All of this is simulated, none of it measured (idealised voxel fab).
The following is a process module called voxel trench capacitor.
FYI the section here is cut, 210 nm wide, cells are 5 nm squares.
The cross-sections in this document take the form of a grid made of square cells. They are written out as bands, in order from top to bottom. Each band consists of one or more rows of cells.
It is stipulated that each band's entry specify, in nanometres, the height of the top of the band and then that of its bottom, followed by the materials of the band in left-to-right sequence, each together with its width in nanometres. A single material marked by the word "throughout" is understood to fill the band from edge to edge; the word "blank" is understood to denote empty space.
Measure heights from 0. That's the level where, below it, the as-received wafer is all one material. The lowest band is bottomless and extends downward; write it as in "z 0 and below".
A two-number width, for instance "30->40", indicates that the width is equal to the first number in the top row of the band and to the second number in the bottom row, and that it changes by a constant amount per row of cells.
Any step labelled "no modification" changed none of the cells in the cross-section.
"Encapsulated voids": sealed empty spaces, 8 cells or more, no open way to top, listed width x height at distance, with distance from the left edge and width, height and distance in nm.
Read whatever lies past the settings on a step's line as the simulator's own remark about the step.
overlay nm: how far to the right of its planned place the mask lay on this masked step (negative: to the left).

PROCESS STEPS (PLANNED)
1,RECEIVE (material Si)
2,CONFORMAL_DEP (material SiN; thk nm 10)
3,DIRECTIONAL_DEP (material aC; thk nm 10)
4,PATTERN (tone open; mask id TRENCH; material resist; width nm 15; pitch nm 30; thk nm 30; overlay nm 0)
5,DIRECTIONAL_ETCH (etch materials aC; depth nm 10)
6,STRIP (etch materials resist)
7,DIRECTIONAL_ETCH (etch materials SiN; depth nm 10)
8,DIRECTIONAL_ETCH (etch materials Si; depth nm 30)
9,STRIP (etch materials aC)
10,CONFORMAL_DEP (material SiO2; thk nm 5)
11,FILL_DEP (material polySi; thk nm 10)
12,CMP (height nm 10)

FIRST OF TWO WAFERS: RUN AS PLANNED

AS RECEIVED (POST STEP 1): CROSS-SECTION
* z 0 and below  Si throughout
* Encapsulated voids: none

STEP 2 DONE - WAFER CROSS-SECTION
* z 10 to 0  SiN throughout
* Below 0, no change.

STEP 3 DONE - WAFER CROSS-SECTION
* z 20 to 10  aC throughout
* Below 10, no change.

STEP 4 DONE - WAFER CROSS-SECTION
* z 50 to 20  resist 65 / blank 15 / resist 15 / blank 15 / resist 15 / blank 15 / resist 70
* Below 20, no change.

STEP 5 DONE - WAFER CROSS-SECTION
* z 40 to 20  resist 65 / blank 15 / resist 15 / blank 15 / resist 15 / blank 15 / resist 70
* z 20 to 10  aC 65 / blank 15 / aC 15 / blank 15 / aC 15 / blank 15 / aC 70
* Below 10, no change.

STEP 6 DONE - WAFER CROSS-SECTION
* z 20 to 10  aC 65 / blank 15 / aC 15 / blank 15 / aC 15 / blank 15 / aC 70
* Below 10, no change.

STEP 7 DONE - WAFER CROSS-SECTION
* z 20 to 10  aC 65 / blank 15 / aC 15 / blank 15 / aC 15 / blank 15 / aC 70
* z 10 to 0  SiN 65 / blank 15 / SiN 15 / blank 15 / SiN 15 / blank 15 / SiN 70
* Below 0, no change.

STEP 8 DONE - WAFER CROSS-SECTION
* z 20 to 10  aC 65 / blank 15 / aC 15 / blank 15 / aC 15 / blank 15 / aC 70
* z 10 to 0  SiN 65 / blank 15 / SiN 15 / blank 15 / SiN 15 / blank 15 / SiN 70
* z 0 to -30  Si 65 / blank 15 / Si 15 / blank 15 / Si 15 / blank 15 / Si 70
* Below -30, no change.

STEP 9 DONE - WAFER CROSS-SECTION
* z 10 to 0  SiN 65 / blank 15 / SiN 15 / blank 15 / SiN 15 / blank 15 / SiN 70
* Below 0, no change.

STEP 10 DONE - WAFER CROSS-SECTION
* z 15 to 10  SiO2 70 / blank 5 / SiO2 25 / blank 5 / SiO2 25 / blank 5 / SiO2 75
* z 10 to 0  SiN 65 / SiO2 5 / blank 5 / SiO2 5 / SiN 15 / SiO2 5 / blank 5 / SiO2 5 / SiN 15 / SiO2 5 / blank 5 / SiO2 5 / SiN 70
* z 0 to -25  Si 65 / SiO2 5 / blank 5 / SiO2 5 / Si 15 / SiO2 5 / blank 5 / SiO2 5 / Si 15 / SiO2 5 / blank 5 / SiO2 5 / Si 70
* z -25 to -30  Si 65 / SiO2 15 / Si 15 / SiO2 15 / Si 15 / SiO2 15 / Si 70
* Below -30, no change.

STEP 11 DONE - WAFER CROSS-SECTION
* z 25 to 15  polySi throughout
* z 15 to 10  SiO2 70 / polySi 5 / SiO2 25 / polySi 5 / SiO2 25 / polySi 5 / SiO2 75
* z 10 to 0  SiN 65 / SiO2 5 / polySi 5 / SiO2 5 / SiN 15 / SiO2 5 / polySi 5 / SiO2 5 / SiN 15 / SiO2 5 / polySi 5 / SiO2 5 / SiN 70
* z 0 to -25  Si 65 / SiO2 5 / polySi 5 / SiO2 5 / Si 15 / SiO2 5 / polySi 5 / SiO2 5 / Si 15 / SiO2 5 / polySi 5 / SiO2 5 / Si 70
* Below -25, no change.

STEP 12 DONE - WAFER CROSS-SECTION
* z 10 to 0  SiN 65 / SiO2 5 / polySi 5 / SiO2 5 / SiN 15 / SiO2 5 / polySi 5 / SiO2 5 / SiN 15 / SiO2 5 / polySi 5 / SiO2 5 / SiN 70
* Below 0, no change.

SECOND WAFER, SAME STARTING STATE AND PLAN AS THE FIRST, ONE MISTAKE IN THE RUN, IDENTICAL THROUGH STEP 3

SECOND WAFER AT THE PLANNED FINISH OF STEP 4, SEEN IN CROSS-SECTION
* z 50 to 20  blank 65 / resist 15 / blank 15 / resist 15 / blank 15 / resist 15 / blank 70
* Below 20, no change.

SECOND WAFER AT THE PLANNED FINISH OF STEP 5, SEEN IN CROSS-SECTION
* z 40 to 20  blank 65 / resist 15 / blank 15 / resist 15 / blank 15 / resist 15 / blank 70
* z 20 to 10  blank 65 / aC 15 / blank 15 / aC 15 / blank 15 / aC 15 / blank 70
* Below 10, no change.

SECOND WAFER AT THE PLANNED FINISH OF STEP 6, SEEN IN CROSS-SECTION
* z 20 to 10  blank 65 / aC 15 / blank 15 / aC 15 / blank 15 / aC 15 / blank 70
* Below 10, no change.

SECOND WAFER AT THE PLANNED FINISH OF STEP 7, SEEN IN CROSS-SECTION
* z 20 to 10  blank 65 / aC 15 / blank 15 / aC 15 / blank 15 / aC 15 / blank 70
* z 10 to 0  blank 65 / SiN 15 / blank 15 / SiN 15 / blank 15 / SiN 15 / blank 70
* Below 0, no change.

SECOND WAFER AT THE PLANNED FINISH OF STEP 8, SEEN IN CROSS-SECTION
* z 20 to 10  blank 65 / aC 15 / blank 15 / aC 15 / blank 15 / aC 15 / blank 70
* z 10 to 0  blank 65 / SiN 15 / blank 15 / SiN 15 / blank 15 / SiN 15 / blank 70
* z 0 to -30  blank 65 / Si 15 / blank 15 / Si 15 / blank 15 / Si 15 / blank 70
* Below -30, no change.

SECOND WAFER AT THE PLANNED FINISH OF STEP 9, SEEN IN CROSS-SECTION
* z 10 to 0  blank 65 / SiN 15 / blank 15 / SiN 15 / blank 15 / SiN 15 / blank 70
* Below 0, no change.

SECOND WAFER AT THE PLANNED FINISH OF STEP 10, SEEN IN CROSS-SECTION
* z 15 to 10  blank 60 / SiO2 25 / blank 5 / SiO2 25 / blank 5 / SiO2 25 / blank 65
* z 10 to 0  blank 60 / SiO2 5 / SiN 15 / SiO2 5 / blank 5 / SiO2 5 / SiN 15 / SiO2 5 / blank 5 / SiO2 5 / SiN 15 / SiO2 5 / blank 65
* z 0 to -25  blank 60 / SiO2 5 / Si 15 / SiO2 5 / blank 5 / SiO2 5 / Si 15 / SiO2 5 / blank 5 / SiO2 5 / Si 15 / SiO2 5 / blank 65
* z -25 to -30  SiO2 65 / Si 15 / SiO2 15 / Si 15 / SiO2 15 / Si 15 / SiO2 70
* Below -30, no change.

SECOND WAFER AT THE PLANNED FINISH OF STEP 11, SEEN IN CROSS-SECTION
* z 25 to 15  polySi throughout
* z 15 to 10  polySi 60 / SiO2 25 / polySi 5 / SiO2 25 / polySi 5 / SiO2 25 / polySi 65
* z 10 to 0  polySi 60 / SiO2 5 / SiN 15 / SiO2 5 / polySi 5 / SiO2 5 / SiN 15 / SiO2 5 / polySi 5 / SiO2 5 / SiN 15 / SiO2 5 / polySi 65
* z 0 to -25  polySi 60 / SiO2 5 / Si 15 / SiO2 5 / polySi 5 / SiO2 5 / Si 15 / SiO2 5 / polySi 5 / SiO2 5 / Si 15 / SiO2 5 / polySi 65
* Below -25, no change.

SECOND WAFER AT THE PLANNED FINISH OF STEP 12, SEEN IN CROSS-SECTION
* z 10 to 0  polySi 60 / SiO2 5 / SiN 15 / SiO2 5 / polySi 5 / SiO2 5 / SiN 15 / SiO2 5 / polySi 5 / SiO2 5 / SiN 15 / SiO2 5 / polySi 65
* Below 0, no change.
Deviation from plan: step 4 off recipe, ran as PATTERN (tone cover; mask id TRENCH; material resist; width nm 15; pitch nm 30; thk nm 30; overlay nm 0)
At the finish, the second wafer shows more or fewer cells for some materials than the first does: Si -144, SiN -48, SiO2 +24, polySi +168
